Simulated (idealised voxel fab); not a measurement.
Process module, titled voxel self aligned contacts
The figure presents cross-section cut, which has a width of 205 nm and is divided into square cells with an edge length of 5 nm.
Each cross-section below is a grid of square cells, stated as bands in top-down order, with one or more rows of cells making up each band. Per band: top height and bottom height in nm, followed by the left-to-right materials and their widths in nm; "edge to edge" marks a single material spanning edge to edge, "blank" marks empty space. Ref level 0: as-received wafer is one material below here. Bottom band extends down with no lower bound ("0 -> down"). With a width like "30 to 40", each row of cells in the band differs from the next by the same amount, the top row carrying the first number and the bottom row the second. Where the words "nothing was modified" appear for a step, the cross-section shows no cell changed by that step; every cell remained as before. "Listed closed voids": empty spaces of 8 cells or more with no open way to the top, each given as width x height at distance, distance from the left edge, all in nm. What comes after the settings on a step's line is commentary from the simulator itself on that step. What "overlay nm" on a step's line means: if the step has a mask, that mask lay this far to the right of its planned place, or, when the value is negative, to the left. How should the pairs below be read? Each gives the cross-section before one process step and the cross-section after it, the latter drawn only to the lowest band that changed; the step that lies between them, with its settings, appears under the pair. Does a pair pick up where the pair above left off? Only where its entry headed "Pre-step section" says so, since pairs can come from different runs of this module on the same starting wafer.

-- Pre-step section
	55 -> 30  SiN 45 / blank 15 / SiN 35 / blank 15 / SiN 35 / blank 15 / SiN 45
	30 -> 10  polySi 40 / SiN 5 / blank 15 / SiN 5 / polySi 25 / SiN 5 / blank 15 / SiN 5 / polySi 25 / SiN 5 / blank 15 / SiN 5 / polySi 40
	10 -> 5  polySi 40 / SiN 25 / polySi 25 / SiN 25 / polySi 25 / SiN 25 / polySi 40
	5 -> 0  SiO2 edge to edge
	0 -> down  Si edge to edge
	Listed closed voids: none

-- Step Result
	50 -> 30  SiN 45 / blank 15 / SiN 35 / blank 15 / SiN 35 / blank 15 / SiN 45
	30 -> 5  polySi 40 / SiN 5 / blank 15 / SiN 5 / polySi 25 / SiN 5 / blank 15 / SiN 5 / polySi 25 / SiN 5 / blank 15 / SiN 5 / polySi 40
	Below 5 it's all the same as before, nothing changed down there.
	Listed closed voids: none
It is this step that lies between the two cross-sections above: DIRECTIONAL_ETCH, etch materials SiN, depth nm 5

Pre-step section: the state before this step is the cross-section shown after the step in the pair just above.

-- Step Result
	70 -> 50  SiO2 edge to edge
	50 -> 30  SiN 45 / SiO2 15 / SiN 35 / SiO2 15 / SiN 35 / SiO2 15 / SiN 45
	30 -> 5  polySi 40 / SiN 5 / SiO2 15 / SiN 5 / polySi 25 / SiN 5 / SiO2 15 / SiN 5 / polySi 25 / SiN 5 / SiO2 15 / SiN 5 / polySi 40
	Below 5 it's all the same as before, nothing changed down there.
	Listed closed voids: none
It is this step that lies between the two cross-sections above: FILL_DEP, material SiO2, thk nm 20

Pre-step section: the state before this step is the cross-section shown after the step in the pair just above.

-- Step Result
	60 -> 50  SiO2 edge to edge
	Below 50 it's all the same as before, nothing changed down there.
	Listed closed voids: none
It is this step that lies between the two cross-sections above: CMP, height nm 60

Pre-step section: the state before this step is the cross-section shown after the step in the pair just above.

-- Step Result
	75 -> 60  aC edge to edge
	Below 60 it's all the same as before, nothing changed down there.
	Listed closed voids: none
It is this step that lies between the two cross-sections above: DIRECTIONAL_DEP, material aC, thk nm 15

Pre-step section: the state before this step is the cross-section shown after the step in the pair just above.

-- Step Result
	105 -> 75  resist 60 / blank 35 / resist 15 / blank 35 / resist 60
	Below 75 it's all the same as before, nothing changed down there.
	Listed closed voids: none
It is this step that lies between the two cross-sections above: PATTERN, tone open, mask id CONTACT, material resist, width nm 35, pitch nm 50, thk nm 30, overlay nm 0

Pre-step section: the state before this step is the cross-section shown after the step in the pair just above.

-- Step Result
	90 -> 75  resist 60 / blank 35 / resist 15 / blank 35 / resist 60
	75 -> 60  aC 60 / blank 35 / aC 15 / blank 35 / aC 60
	Below 60 it's all the same as before, nothing changed down there.
	Listed closed voids: none
It is this step that lies between the two cross-sections above: DIRECTIONAL_ETCH, etch materials aC, depth nm 15

Pre-step section: the state before this step is the cross-section shown after the step in the pair just above.

-- Step Result
	75 -> 60  aC 60 / blank 35 / aC 15 / blank 35 / aC 60
	Below 60 it's all the same as before, nothing changed down there.
	Listed closed voids: none
It is this step that lies between the two cross-sections above: STRIP, etch materials resist

Pre-step section: the state before this step is the cross-section shown after the step in the pair just above.

-- Step Result
	75 -> 60  aC 60 / blank 35 / aC 15 / blank 35 / aC 60
	60 -> 50  SiO2 60 / blank 35 / SiO2 15 / blank 35 / SiO2 60
	Below 50 it's all the same as before, nothing changed down there.
	Listed closed voids: none
It is this step that lies between the two cross-sections above: DIRECTIONAL_ETCH, etch materials SiO2, depth nm 60

Pre-step section: the state before this step is the cross-section shown after the step in the pair just above.

-- Step Result
	60 -> 50  SiO2 60 / blank 35 / SiO2 15 / blank 35 / SiO2 60
	Below 50 it's all the same as before, nothing changed down there.
	Listed closed voids: none
It is this step that lies between the two cross-sections above: STRIP, etch materials aC

Pre-step section: the state before this step is the cross-section shown after the step in the pair just above.

-- Step Result
	65 -> 60  TiN 65 / blank 25 / TiN 25 / blank 25 / TiN 65
	60 -> 55  SiO2 60 / TiN 5 / blank 25 / TiN 5 / SiO2 15 / TiN 5 / blank 25 / TiN 5 / SiO2 60
	55 -> 50  SiO2 60 / TiN 35 / SiO2 15 / TiN 35 / SiO2 60
	Below 50 it's all the same as before, nothing changed down there.
	Listed closed voids: none
It is this step that lies between the two cross-sections above: CONFORMAL_DEP, material TiN, thk nm 5

Pre-step section: the state before this step is the cross-section shown after the step in the pair just above.

-- Step Result
	70 -> 65  W edge to edge
	65 -> 60  TiN 65 / W 25 / TiN 25 / W 25 / TiN 65
	60 -> 55  SiO2 60 / TiN 5 / W 25 / TiN 5 / SiO2 15 / TiN 5 / W 25 / TiN 5 / SiO2 60
	Below 55 it's all the same as before, nothing changed down there.
	Listed closed voids: none
It is this step that lies between the two cross-sections above: FILL_DEP, material W, thk nm 5

Pre-step section: the state before this step is the cross-section shown after the step in the pair just above.

-- Step Result
	60 -> 55  SiO2 60 / TiN 5 / W 25 / TiN 5 / SiO2 15 / TiN 5 / W 25 / TiN 5 / SiO2 60
	Below 55 it's all the same as before, nothing changed down there.
	Listed closed voids: none
It is this step that lies between the two cross-sections above: CMP, height nm 60

Pre-step section: the state before this step is the cross-section shown after the step in the pair just above.

-- Step Result
	65 -> 60  SiN edge to edge
	Below 60 it's all the same as before, nothing changed down there.
	Listed closed voids: none
It is this step that lies between the two cross-sections above: CONFORMAL_DEP, material SiN, thk nm 5
